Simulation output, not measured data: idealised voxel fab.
process module | voxel air gaps
cross-section cut | 230 nm wide | cells 5 nm
A cross-section is a grid of square cells, given in bands from the top down. A band is one or more rows of cells.
Each band's line starts with the height of the band's top and of its bottom, in nm. Then come its materials from left to right, each with its width in nm. One material with "throughout" fills the band from edge to edge. "air" is empty space.
Height 0 is the level under which the wafer as received is all one material. The lowest band goes on downwards, as in "0 down".
A width such as "30 to 40" changes by the same amount from each row of cells to the next, from the band's top row to its bottom row.
"no change" after a step means that no cell of the cross-section changed.
closed voids: empty space of 8 cells or more with no open way to the top, each as width x height at its distance from the left edge, in nm
after a step's settings: what the simulator itself notes on the step
overlay nm, on a step with a mask: how far to the right of its planned place the mask lay; to the left if negative
plan
1 op RECEIVE | material Si
2 op CONFORMAL_DEP | material SiO2 | thk nm 10
3 op CONFORMAL_DEP | material SiN | thk nm 5
4 op DIRECTIONAL_DEP | material lowk | thk nm 40
5 op PATTERN | tone open | mask id LINES | material resist | width nm 20 | pitch nm 45 | thk nm 20 | overlay nm 0
6 op DIRECTIONAL_ETCH | etch materials lowk | depth nm 40
7 op STRIP | etch materials resist
8 op CONFORMAL_DEP | material TiN | thk nm 5
9 op FILL_DEP | material Ru | thk nm 5
10 op CMP | height nm 55
11 op EPI | material Ru | thk nm 10
12 op SELECTIVE_ETCH | etch materials lowk | depth nm 50
13 op CONFORMAL_DEP | material SiCN | thk nm 5
as received, after step 1
  0 down: Si throughout
  closed voids: none
a wafer at the end: this start, this plan, one mistake
  60 to 55: SiCN throughout
  55 to 50: SiN throughout
  50 to 10: lowk throughout
  10 to 0: SiO2 throughout
  0 down: Si throughout
  closed voids: none
what went wrong: steps 3 and 4 were swapped
